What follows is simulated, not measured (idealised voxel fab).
process module | voxel transistor to metal
cross-section cut | 240 nm wide | cells 5 nm
A cross-section is a grid of square cells, given in bands from the top down. A band is one or more rows of cells.
Each band's line starts with the height of the band's top and of its bottom, in nm. Then come its materials from left to right, each with its width in nm. One material with "throughout" fills the band from edge to edge. "air" is empty space.
Height 0 is the level under which the wafer as received is all one material. The lowest band goes on downwards, as in "0 down".
A width such as "30 to 40" changes by the same amount from each row of cells to the next, from the band's top row to its bottom row.
"no change" after a step means that no cell of the cross-section changed.
closed voids: empty space of 8 cells or more with no open way to the top, each as width x height at its distance from the left edge, in nm
after a step's settings: what the simulator itself notes on the step
overlay nm, on a step with a mask: how far to the right of its planned place the mask lay; to the left if negative
plan
1 op RECEIVE | material Si
2 op CONFORMAL_DEP | material SiO2 | thk nm 5
3 op CONFORMAL_DEP | material SiN | thk nm 15
4 op PATTERN | tone cover | mask id ACTIVE | material resist | width nm 95 | pitch nm 115 | thk nm 15 | overlay nm 0
5 op DIRECTIONAL_ETCH | etch materials SiN | depth nm 15
6 op DIRECTIONAL_ETCH | etch materials SiO2 | depth nm 5
7 op DIRECTIONAL_ETCH | etch materials Si | depth nm 35
8 op STRIP | etch materials resist
9 op OXIDIZE | depth nm 5
10 op FILL_DEP | material SiO2 | thk nm 5
11 op CMP | height nm 20
12 op SELECTIVE_ETCH | etch materials SiO2 | depth nm 10
13 op STRIP | etch materials SiN
14 op SELECTIVE_ETCH | etch materials SiO2 | depth nm 5
15 op OXIDIZE | depth nm 5
16 op DIRECTIONAL_DEP | material polySi | thk nm 20
17 op DIRECTIONAL_DEP | material SiCN | thk nm 15
18 op DIRECTIONAL_DEP | material aC | thk nm 15
19 op PATTERN | tone cover | mask id GATE | material resist | width nm 15 | pitch nm 115 | thk nm 30 | overlay nm 0
20 op DIRECTIONAL_ETCH | etch materials aC | depth nm 15
21 op STRIP | etch materials resist
22 op DIRECTIONAL_ETCH | etch materials SiCN | depth nm 25
23 op DIRECTIONAL_ETCH | etch materials polySi | depth nm 30
24 op STRIP | etch materials aC
25 op CONFORMAL_DEP | material SiN | thk nm 10
26 op DIRECTIONAL_ETCH | etch materials SiN | depth nm 10
27 op DIRECTIONAL_ETCH | etch materials SiO2 | depth nm 5
28 op DIRECTIONAL_ETCH | etch materials Si | depth nm 10
29 op EPI | material pSi | thk nm 10
30 op FILL_DEP | material SiO2 | thk nm 10
31 op CMP | height nm 35
32 op DIRECTIONAL_DEP | material SiO2 | thk nm 10
33 op PATTERN | tone open | mask id CONTACT | material resist | width nm 30 | thk nm 15 | overlay nm 0
34 op DIRECTIONAL_ETCH | etch materials SiO2 | depth nm 50
35 op STRIP | etch materials resist
36 op CONFORMAL_DEP | material TiN | thk nm 5
37 op FILL_DEP | material Ru | thk nm 5
38 op CMP | height nm 45
39 op DIRECTIONAL_DEP | material TiN | thk nm 5
40 op DIRECTIONAL_DEP | material W | thk nm 15
41 op MASKED_ETCH | tone cover | mask id METAL_1 | width nm 15 | etch materials W | depth nm 15 | overlay nm 0
42 op MASKED_ETCH | tone cover | mask id METAL_1 | width nm 15 | etch materials TiN | depth nm 5 | overlay nm 0
43 op FILL_DEP | material SiO2 | thk nm 5
44 op CMP | height nm 65
45 op CONFORMAL_DEP | material SiN | thk nm 5
first wafer, as planned
as received, after step 1
  0 down: Si throughout
  closed voids: none
after step 2
  5 to 0: SiO2 throughout
  below 0: unchanged
after step 3
  20 to 5: SiN throughout
  below 5: unchanged
after step 4
  35 to 20: air 15 | resist 95 | air 20 | resist 95 | air 15
  below 20: unchanged
after step 5
  35 to 20: air 15 | resist 95 | air 20 | resist 95 | air 15
  20 to 5: air 15 | SiN 95 | air 20 | SiN 95 | air 15
  below 5: unchanged
after step 6
  35 to 20: air 15 | resist 95 | air 20 | resist 95 | air 15
  20 to 5: air 15 | SiN 95 | air 20 | SiN 95 | air 15
  5 to 0: air 15 | SiO2 95 | air 20 | SiO2 95 | air 15
  below 0: unchanged
after step 7
  35 to 20: air 15 | resist 95 | air 20 | resist 95 | air 15
  20 to 5: air 15 | SiN 95 | air 20 | SiN 95 | air 15
  5 to 0: air 15 | SiO2 95 | air 20 | SiO2 95 | air 15
  0 to -35: air 15 | Si 95 | air 20 | Si 95 | air 15
  below -35: unchanged
after step 8
  20 to 5: air 15 | SiN 95 | air 20 | SiN 95 | air 15
  below 5: unchanged
after step 9
  20 to 5: air 15 | SiN 95 | air 20 | SiN 95 | air 15
  5 to 0: air 15 | SiO2 95 | air 20 | SiO2 95 | air 15
  0 to -35: air 15 | SiO2 5 | Si 85 | SiO2 5 | air 20 | SiO2 5 | Si 85 | SiO2 5 | air 15
  -35 to -40: SiO2 20 | Si 85 | SiO2 30 | Si 85 | SiO2 20
  below -40: unchanged
after step 10
  25 to 20: SiO2 throughout
  20 to 5: SiO2 15 | SiN 95 | SiO2 20 | SiN 95 | SiO2 15
  5 to 0: SiO2 throughout
  0 to -40: SiO2 20 | Si 85 | SiO2 30 | Si 85 | SiO2 20
  below -40: unchanged
after step 11
  20 to 5: SiO2 15 | SiN 95 | SiO2 20 | SiN 95 | SiO2 15
  below 5: unchanged
after step 12
  20 to 10: air 15 | SiN 95 | air 20 | SiN 95 | air 15
  below 10: unchanged
after step 13
  10 to 5: SiO2 15 | air 95 | SiO2 20 | air 95 | SiO2 15
  below 5: unchanged
after step 14
  5 to 0: SiO2 10 | air 105 | SiO2 10 | air 105 | SiO2 10
  below 0: unchanged
after step 15
  5 to 0: SiO2 10 | air 105 | SiO2 10 | air 105 | SiO2 10
  0 to -5: SiO2 throughout
  below -5: unchanged
after step 16
  25 to 20: polySi 10 | air 105 | polySi 10 | air 105 | polySi 10
  20 to 5: polySi throughout
  5 to 0: SiO2 10 | polySi 105 | SiO2 10 | polySi 105 | SiO2 10
  below 0: unchanged
after step 17
  40 to 35: SiCN 10 | air 105 | SiCN 10 | air 105 | SiCN 10
  35 to 25: SiCN throughout
  25 to 20: polySi 10 | SiCN 105 | polySi 10 | SiCN 105 | polySi 10
  below 20: unchanged
after step 18
  55 to 50: aC 10 | air 105 | aC 10 | air 105 | aC 10
  50 to 40: aC throughout
  40 to 35: SiCN 10 | aC 105 | SiCN 10 | aC 105 | SiCN 10
  below 35: unchanged
after step 19
  85 to 55: air 55 | resist 15 | air 100 | resist 15 | air 55
  55 to 50: aC 10 | air 45 | resist 15 | air 45 | aC 10 | air 45 | resist 15 | air 45 | aC 10
  below 50: unchanged
after step 20
  70 to 50: air 55 | resist 15 | air 100 | resist 15 | air 55
  50 to 40: air 55 | aC 15 | air 100 | aC 15 | air 55
  40 to 35: SiCN 10 | air 45 | aC 15 | air 45 | SiCN 10 | air 45 | aC 15 | air 45 | SiCN 10
  below 35: unchanged
after step 21
  50 to 40: air 55 | aC 15 | air 100 | aC 15 | air 55
  below 40: unchanged
after step 22
  50 to 35: air 55 | aC 15 | air 100 | aC 15 | air 55
  35 to 25: air 55 | SiCN 15 | air 100 | SiCN 15 | air 55
  25 to 20: polySi 10 | air 45 | SiCN 15 | air 45 | polySi 10 | air 45 | SiCN 15 | air 45 | polySi 10
  below 20: unchanged
after step 23
  50 to 35: air 55 | aC 15 | air 100 | aC 15 | air 55
  35 to 20: air 55 | SiCN 15 | air 100 | SiCN 15 | air 55
  20 to 5: air 55 | polySi 15 | air 100 | polySi 15 | air 55
  5 to 0: SiO2 10 | air 45 | polySi 15 | air 45 | SiO2 10 | air 45 | polySi 15 | air 45 | SiO2 10
  below 0: unchanged
after step 24
  35 to 20: air 55 | SiCN 15 | air 100 | SiCN 15 | air 55
  below 20: unchanged
after step 25
  45 to 35: air 45 | SiN 35 | air 80 | SiN 35 | air 45
  35 to 20: air 45 | SiN 10 | SiCN 15 | SiN 10 | air 80 | SiN 10 | SiCN 15 | SiN 10 | air 45
  20 to 15: air 45 | SiN 10 | polySi 15 | SiN 10 | air 80 | SiN 10 | polySi 15 | SiN 10 | air 45
  15 to 10: SiN 20 | air 25 | SiN 10 | polySi 15 | SiN 10 | air 25 | SiN 30 | air 25 | SiN 10 | polySi 15 | SiN 10 | air 25 | SiN 20
  10 to 5: SiN 55 | polySi 15 | SiN 100 | polySi 15 | SiN 55
  5 to 0: SiO2 10 | SiN 45 | polySi 15 | SiN 45 | SiO2 10 | SiN 45 | polySi 15 | SiN 45 | SiO2 10
  below 0: unchanged
after step 26
  35 to 20: air 45 | SiN 10 | SiCN 15 | SiN 10 | air 80 | SiN 10 | SiCN 15 | SiN 10 | air 45
  20 to 5: air 45 | SiN 10 | polySi 15 | SiN 10 | air 80 | SiN 10 | polySi 15 | SiN 10 | air 45
  5 to 0: SiO2 10 | SiN 10 | air 25 | SiN 10 | polySi 15 | SiN 10 | air 25 | SiN 10 | SiO2 10 | SiN 10 | air 25 | SiN 10 | polySi 15 | SiN 10 | air 25 | SiN 10 | SiO2 10
  below 0: unchanged
after step 27
  35 to 20: air 45 | SiN 10 | SiCN 15 | SiN 10 | air 80 | SiN 10 | SiCN 15 | SiN 10 | air 45
  20 to 5: air 45 | SiN 10 | polySi 15 | SiN 10 | air 80 | SiN 10 | polySi 15 | SiN 10 | air 45
  5 to 0: air 10 | SiN 10 | air 25 | SiN 10 | polySi 15 | SiN 10 | air 25 | SiN 10 | air 10 | SiN 10 | air 25 | SiN 10 | polySi 15 | SiN 10 | air 25 | SiN 10 | air 10
  0 to -5: SiO2 20 | air 25 | SiO2 35 | air 25 | SiO2 30 | air 25 | SiO2 35 | air 25 | SiO2 20
  below -5: unchanged
after step 28
  35 to 20: air 45 | SiN 10 | SiCN 15 | SiN 10 | air 80 | SiN 10 | SiCN 15 | SiN 10 | air 45
  20 to 5: air 45 | SiN 10 | polySi 15 | SiN 10 | air 80 | SiN 10 | polySi 15 | SiN 10 | air 45
  5 to 0: air 10 | SiN 10 | air 25 | SiN 10 | polySi 15 | SiN 10 | air 25 | SiN 10 | air 10 | SiN 10 | air 25 | SiN 10 | polySi 15 | SiN 10 | air 25 | SiN 10 | air 10
  0 to -5: SiO2 20 | air 25 | SiO2 35 | air 25 | SiO2 30 | air 25 | SiO2 35 | air 25 | SiO2 20
  -5 to -15: SiO2 20 | air 25 | Si 35 | air 25 | SiO2 30 | air 25 | Si 35 | air 25 | SiO2 20
  below -15: unchanged
after step 29
  35 to 20: air 45 | SiN 10 | SiCN 15 | SiN 10 | air 80 | SiN 10 | SiCN 15 | SiN 10 | air 45
  20 to 5: air 45 | SiN 10 | polySi 15 | SiN 10 | air 80 | SiN 10 | polySi 15 | SiN 10 | air 45
  5 to 0: air 10 | SiN 10 | air 15 | pSi 10 | SiN 10 | polySi 15 | SiN 10 | pSi 10 | air 15 | SiN 10 | air 10 | SiN 10 | air 15 | pSi 10 | SiN 10 | polySi 15 | SiN 10 | pSi 10 | air 15 | SiN 10 | air 10
  0 to -5: SiO2 20 | air 15 | pSi 10 | SiO2 35 | pSi 10 | air 15 | SiO2 30 | air 15 | pSi 10 | SiO2 35 | pSi 10 | air 15 | SiO2 20
  -5 to -15: SiO2 20 | pSi 25 | Si 35 | pSi 25 | SiO2 30 | pSi 25 | Si 35 | pSi 25 | SiO2 20
  below -15: unchanged
after step 30
  45 to 35: SiO2 throughout
  35 to 20: SiO2 45 | SiN 10 | SiCN 15 | SiN 10 | SiO2 80 | SiN 10 | SiCN 15 | SiN 10 | SiO2 45
  20 to 5: SiO2 45 | SiN 10 | polySi 15 | SiN 10 | SiO2 80 | SiN 10 | polySi 15 | SiN 10 | SiO2 45
  5 to 0: SiO2 10 | SiN 10 | SiO2 15 | pSi 10 | SiN 10 | polySi 15 | SiN 10 | pSi 10 | SiO2 15 | SiN 10 | SiO2 10 | SiN 10 | SiO2 15 | pSi 10 | SiN 10 | polySi 15 | SiN 10 | pSi 10 | SiO2 15 | SiN 10 | SiO2 10
  0 to -5: SiO2 35 | pSi 10 | SiO2 35 | pSi 10 | SiO2 60 | pSi 10 | SiO2 35 | pSi 10 | SiO2 35
  below -5: unchanged
after step 31
  35 to 20: SiO2 45 | SiN 10 | SiCN 15 | SiN 10 | SiO2 80 | SiN 10 | SiCN 15 | SiN 10 | SiO2 45
  below 20: unchanged
after step 32
  45 to 35: SiO2 throughout
  below 35: unchanged
after step 33
  60 to 45: resist 20 | air 30 | resist 25 | air 30 | resist 30 | air 30 | resist 25 | air 30 | resist 20
  below 45: unchanged
after step 34
  60 to 45: resist 20 | air 30 | resist 25 | air 30 | resist 30 | air 30 | resist 25 | air 30 | resist 20
  45 to 35: SiO2 20 | air 30 | SiO2 25 | air 30 | SiO2 30 | air 30 | SiO2 25 | air 30 | SiO2 20
  35 to 20: SiO2 20 | air 25 | SiN 10 | SiCN 15 | SiN 10 | air 25 | SiO2 30 | air 25 | SiN 10 | SiCN 15 | SiN 10 | air 25 | SiO2 20
  20 to 5: SiO2 20 | air 25 | SiN 10 | polySi 15 | SiN 10 | air 25 | SiO2 30 | air 25 | SiN 10 | polySi 15 | SiN 10 | air 25 | SiO2 20
  5 to 0: SiO2 10 | SiN 10 | air 15 | pSi 10 | SiN 10 | polySi 15 | SiN 10 | pSi 10 | air 15 | SiN 10 | SiO2 10 | SiN 10 | air 15 | pSi 10 | SiN 10 | polySi 15 | SiN 10 | pSi 10 | air 15 | SiN 10 | SiO2 10
  0 to -5: SiO2 20 | air 15 | pSi 10 | SiO2 35 | pSi 10 | air 15 | SiO2 30 | air 15 | pSi 10 | SiO2 35 | pSi 10 | air 15 | SiO2 20
  below -5: unchanged
after step 35
  45 to 35: SiO2 20 | air 30 | SiO2 25 | air 30 | SiO2 30 | air 30 | SiO2 25 | air 30 | SiO2 20
  below 35: unchanged
after step 36
  50 to 45: TiN 25 | air 20 | TiN 35 | air 20 | TiN 40 | air 20 | TiN 35 | air 20 | TiN 25
  45 to 35: SiO2 20 | TiN 5 | air 20 to 15 | TiN 5 to 10 | SiO2 25 | TiN 5 to 10 | air 20 to 15 | TiN 5 | SiO2 30 | TiN 5 | air 20 to 15 | TiN 5 to 10 | SiO2 25 | TiN 5 to 10 | air 20 to 15 | TiN 5 | SiO2 20
  35 to 20: SiO2 20 | TiN 5 | air 15 | TiN 5 | SiN 10 | SiCN 15 | SiN 10 | TiN 5 | air 15 | TiN 5 | SiO2 30 | TiN 5 | air 15 | TiN 5 | SiN 10 | SiCN 15 | SiN 10 | TiN 5 | air 15 | TiN 5 | SiO2 20
  20 to 10: SiO2 20 | TiN 5 | air 15 | TiN 5 | SiN 10 | polySi 15 | SiN 10 | TiN 5 | air 15 | TiN 5 | SiO2 30 | TiN 5 | air 15 | TiN 5 | SiN 10 | polySi 15 | SiN 10 | TiN 5 | air 15 | TiN 5 | SiO2 20
  10 to 5: SiO2 20 | TiN 5 | air 5 | TiN 15 | SiN 10 | polySi 15 | SiN 10 | TiN 15 | air 5 | TiN 5 | SiO2 30 | TiN 5 | air 5 | TiN 15 | SiN 10 | polySi 15 | SiN 10 | TiN 15 | air 5 | TiN 5 | SiO2 20
  5 to 0: SiO2 10 | SiN 10 | TiN 5 | air 5 | TiN 5 | pSi 10 | SiN 10 | polySi 15 | SiN 10 | pSi 10 | TiN 5 | air 5 | TiN 5 | SiN 10 | SiO2 10 | SiN 10 | TiN 5 | air 5 | TiN 5 | pSi 10 | SiN 10 | polySi 15 | SiN 10 | pSi 10 | TiN 5 | air 5 | TiN 5 | SiN 10 | SiO2 10
  0 to -5: SiO2 20 | TiN 15 | pSi 10 | SiO2 35 | pSi 10 | TiN 15 | SiO2 30 | TiN 15 | pSi 10 | SiO2 35 | pSi 10 | TiN 15 | SiO2 20
  below -5: unchanged
after step 37
  55 to 50: Ru throughout
  50 to 45: TiN 25 | Ru 20 | TiN 35 | Ru 20 | TiN 40 | Ru 20 | TiN 35 | Ru 20 | TiN 25
  45 to 35: SiO2 20 | TiN 5 | Ru 20 to 15 | TiN 5 to 10 | SiO2 25 | TiN 5 to 10 | Ru 20 to 15 | TiN 5 | SiO2 30 | TiN 5 | Ru 20 to 15 | TiN 5 to 10 | SiO2 25 | TiN 5 to 10 | Ru 20 to 15 | TiN 5 | SiO2 20
  35 to 20: SiO2 20 | TiN 5 | Ru 15 | TiN 5 | SiN 10 | SiCN 15 | SiN 10 | TiN 5 | Ru 15 | TiN 5 | SiO2 30 | TiN 5 | Ru 15 | TiN 5 | SiN 10 | SiCN 15 | SiN 10 | TiN 5 | Ru 15 | TiN 5 | SiO2 20
  20 to 10: SiO2 20 | TiN 5 | Ru 15 | TiN 5 | SiN 10 | polySi 15 | SiN 10 | TiN 5 | Ru 15 | TiN 5 | SiO2 30 | TiN 5 | Ru 15 | TiN 5 | SiN 10 | polySi 15 | SiN 10 | TiN 5 | Ru 15 | TiN 5 | SiO2 20
  10 to 5: SiO2 20 | TiN 5 | Ru 5 | TiN 15 | SiN 10 | polySi 15 | SiN 10 | TiN 15 | Ru 5 | TiN 5 | SiO2 30 | TiN 5 | Ru 5 | TiN 15 | SiN 10 | polySi 15 | SiN 10 | TiN 15 | Ru 5 | TiN 5 | SiO2 20
  5 to 0: SiO2 10 | SiN 10 | TiN 5 | Ru 5 | TiN 5 | pSi 10 | SiN 10 | polySi 15 | SiN 10 | pSi 10 | TiN 5 | Ru 5 | TiN 5 | SiN 10 | SiO2 10 | SiN 10 | TiN 5 | Ru 5 | TiN 5 | pSi 10 | SiN 10 | polySi 15 | SiN 10 | pSi 10 | TiN 5 | Ru 5 | TiN 5 | SiN 10 | SiO2 10
  below 0: unchanged
after step 38
  45 to 35: SiO2 20 | TiN 5 | Ru 20 to 15 | TiN 5 to 10 | SiO2 25 | TiN 5 to 10 | Ru 20 to 15 | TiN 5 | SiO2 30 | TiN 5 | Ru 20 to 15 | TiN 5 to 10 | SiO2 25 | TiN 5 to 10 | Ru 20 to 15 | TiN 5 | SiO2 20
  below 35: unchanged
after step 39
  50 to 45: TiN throughout
  below 45: unchanged
after step 40
  65 to 50: W throughout
  below 50: unchanged
after step 41
  65 to 50: air 20 | W 15 | air 55 | W 15 | air 30 | W 15 | air 55 | W 15 | air 20
  below 50: unchanged
after step 42
  65 to 50: air 20 | W 15 | air 55 | W 15 | air 30 | W 15 | air 55 | W 15 | air 20
  50 to 45: air 20 | TiN 15 | air 55 | TiN 15 | air 30 | TiN 15 | air 55 | TiN 15 | air 20
  below 45: unchanged
after step 43
  70 to 65: SiO2 throughout
  65 to 50: SiO2 20 | W 15 | SiO2 55 | W 15 | SiO2 30 | W 15 | SiO2 55 | W 15 | SiO2 20
  50 to 45: SiO2 20 | TiN 15 | SiO2 55 | TiN 15 | SiO2 30 | TiN 15 | SiO2 55 | TiN 15 | SiO2 20
  below 45: unchanged
after step 44
  65 to 50: SiO2 20 | W 15 | SiO2 55 | W 15 | SiO2 30 | W 15 | SiO2 55 | W 15 | SiO2 20
  below 50: unchanged
after step 45
  70 to 65: SiN throughout
  below 65: unchanged
second wafer: like start, like plan, one mistake. Through step 32 it matches the first wafer
when step 33 should have ended
  60 to 45: resist 15 | air 30 | resist 25 | air 30 | resist 30 | air 30 | resist 25 | air 30 | resist 25
  below 45: unchanged
when step 34 should have ended
  60 to 45: resist 15 | air 30 | resist 25 | air 30 | resist 30 | air 30 | resist 25 | air 30 | resist 25
  45 to 35: SiO2 15 | air 30 | SiO2 25 | air 30 | SiO2 30 | air 30 | SiO2 25 | air 30 | SiO2 25
  35 to 20: SiO2 15 | air 30 | SiN 10 | SiCN 15 | SiN 10 | air 20 | SiO2 30 | air 30 | SiN 10 | SiCN 15 | SiN 10 | air 20 | SiO2 25
  20 to 5: SiO2 15 | air 30 | SiN 10 | polySi 15 | SiN 10 | air 20 | SiO2 30 | air 30 | SiN 10 | polySi 15 | SiN 10 | air 20 | SiO2 25
  5 to 0: SiO2 10 | SiN 10 | air 15 | pSi 10 | SiN 10 | polySi 15 | SiN 10 | pSi 10 | air 10 | SiO2 5 | SiN 10 | SiO2 10 | SiN 10 | air 15 | pSi 10 | SiN 10 | polySi 15 | SiN 10 | pSi 10 | air 10 | SiO2 5 | SiN 10 | SiO2 10
  0 to -5: SiO2 20 | air 15 | pSi 10 | SiO2 35 | pSi 10 | air 10 | SiO2 35 | air 15 | pSi 10 | SiO2 35 | pSi 10 | air 10 | SiO2 25
  below -5: unchanged
when step 35 should have ended
  45 to 35: SiO2 15 | air 30 | SiO2 25 | air 30 | SiO2 30 | air 30 | SiO2 25 | air 30 | SiO2 25
  below 35: unchanged
when step 36 should have ended
  50 to 45: TiN 20 | air 20 | TiN 35 | air 20 | TiN 40 | air 20 | TiN 35 | air 20 | TiN 30
  45 to 35: SiO2 15 | TiN 5 | air 20 | TiN 5 | SiO2 25 | TiN 5 to 15 | air 20 to 10 | TiN 5 | SiO2 30 | TiN 5 | air 20 | TiN 5 | SiO2 25 | TiN 5 to 15 | air 20 to 10 | TiN 5 | SiO2 25
  35 to 20: SiO2 15 | TiN 5 | air 20 | TiN 5 | SiN 10 | SiCN 15 | SiN 10 | TiN 5 | air 10 | TiN 5 | SiO2 30 | TiN 5 | air 20 | TiN 5 | SiN 10 | SiCN 15 | SiN 10 | TiN 5 | air 10 | TiN 5 | SiO2 25
  20 to 10: SiO2 15 | TiN 5 | air 20 | TiN 5 | SiN 10 | polySi 15 | SiN 10 | TiN 5 | air 10 | TiN 5 | SiO2 30 | TiN 5 | air 20 | TiN 5 | SiN 10 | polySi 15 | SiN 10 | TiN 5 | air 10 | TiN 5 | SiO2 25
  10 to 5: SiO2 15 | TiN 10 | air 5 | TiN 15 | SiN 10 | polySi 15 | SiN 10 | TiN 20 | SiO2 30 | TiN 10 | air 5 | TiN 15 | SiN 10 | polySi 15 | SiN 10 | TiN 20 | SiO2 25
  5 to 0: SiO2 10 | SiN 10 | TiN 5 | air 5 | TiN 5 | pSi 10 | SiN 10 | polySi 15 | SiN 10 | pSi 10 | TiN 10 | SiO2 5 | SiN 10 | SiO2 10 | SiN 10 | TiN 5 | air 5 | TiN 5 | pSi 10 | SiN 10 | polySi 15 | SiN 10 | pSi 10 | TiN 10 | SiO2 5 | SiN 10 | SiO2 10
  0 to -5: SiO2 20 | TiN 15 | pSi 10 | SiO2 35 | pSi 10 | TiN 10 | SiO2 35 | TiN 15 | pSi 10 | SiO2 35 | pSi 10 | TiN 10 | SiO2 25
  below -5: unchanged
when step 37 should have ended
  55 to 50: Ru throughout
  50 to 45: TiN 20 | Ru 20 | TiN 35 | Ru 20 | TiN 40 | Ru 20 | TiN 35 | Ru 20 | TiN 30
  45 to 35: SiO2 15 | TiN 5 | Ru 20 | TiN 5 | SiO2 25 | TiN 5 to 15 | Ru 20 to 10 | TiN 5 | SiO2 30 | TiN 5 | Ru 20 | TiN 5 | SiO2 25 | TiN 5 to 15 | Ru 20 to 10 | TiN 5 | SiO2 25
  35 to 20: SiO2 15 | TiN 5 | Ru 20 | TiN 5 | SiN 10 | SiCN 15 | SiN 10 | TiN 5 | Ru 10 | TiN 5 | SiO2 30 | TiN 5 | Ru 20 | TiN 5 | SiN 10 | SiCN 15 | SiN 10 | TiN 5 | Ru 10 | TiN 5 | SiO2 25
  20 to 10: SiO2 15 | TiN 5 | Ru 20 | TiN 5 | SiN 10 | polySi 15 | SiN 10 | TiN 5 | Ru 10 | TiN 5 | SiO2 30 | TiN 5 | Ru 20 | TiN 5 | SiN 10 | polySi 15 | SiN 10 | TiN 5 | Ru 10 | TiN 5 | SiO2 25
  10 to 5: SiO2 15 | TiN 10 | Ru 5 | TiN 15 | SiN 10 | polySi 15 | SiN 10 | TiN 20 | SiO2 30 | TiN 10 | Ru 5 | TiN 15 | SiN 10 | polySi 15 | SiN 10 | TiN 20 | SiO2 25
  5 to 0: SiO2 10 | SiN 10 | TiN 5 | Ru 5 | TiN 5 | pSi 10 | SiN 10 | polySi 15 | SiN 10 | pSi 10 | TiN 10 | SiO2 5 | SiN 10 | SiO2 10 | SiN 10 | TiN 5 | Ru 5 | TiN 5 | pSi 10 | SiN 10 | polySi 15 | SiN 10 | pSi 10 | TiN 10 | SiO2 5 | SiN 10 | SiO2 10
  below 0: unchanged
when step 38 should have ended
  45 to 35: SiO2 15 | TiN 5 | Ru 20 | TiN 5 | SiO2 25 | TiN 5 to 15 | Ru 20 to 10 | TiN 5 | SiO2 30 | TiN 5 | Ru 20 | TiN 5 | SiO2 25 | TiN 5 to 15 | Ru 20 to 10 | TiN 5 | SiO2 25
  below 35: unchanged
when step 39 should have ended
  50 to 45: TiN throughout
  below 45: unchanged
when step 40 should have ended
  65 to 50: W throughout
  below 50: unchanged
when step 41 should have ended
  65 to 50: air 20 | W 15 | air 55 | W 15 | air 30 | W 15 | air 55 | W 15 | air 20
  below 50: unchanged
when step 42 should have ended
  65 to 50: air 20 | W 15 | air 55 | W 15 | air 30 | W 15 | air 55 | W 15 | air 20
  50 to 45: air 20 | TiN 15 | air 55 | TiN 15 | air 30 | TiN 15 | air 55 | TiN 15 | air 20
  below 45: unchanged
when step 43 should have ended
  70 to 65: SiO2 throughout
  65 to 50: SiO2 20 | W 15 | SiO2 55 | W 15 | SiO2 30 | W 15 | SiO2 55 | W 15 | SiO2 20
  50 to 45: SiO2 20 | TiN 15 | SiO2 55 | TiN 15 | SiO2 30 | TiN 15 | SiO2 55 | TiN 15 | SiO2 20
  below 45: unchanged
when step 44 should have ended
  65 to 50: SiO2 20 | W 15 | SiO2 55 | W 15 | SiO2 30 | W 15 | SiO2 55 | W 15 | SiO2 20
  below 50: unchanged
when step 45 should have ended
  70 to 65: SiN throughout
  below 65: unchanged
what went wrong: step 33 ran as: op PATTERN | tone open | mask id CONTACT | material resist | width nm 30 | thk nm 15 | overlay nm -5
at the end the second wafer has, in cells: 4 fewer of Ru | 4 more of SiO2
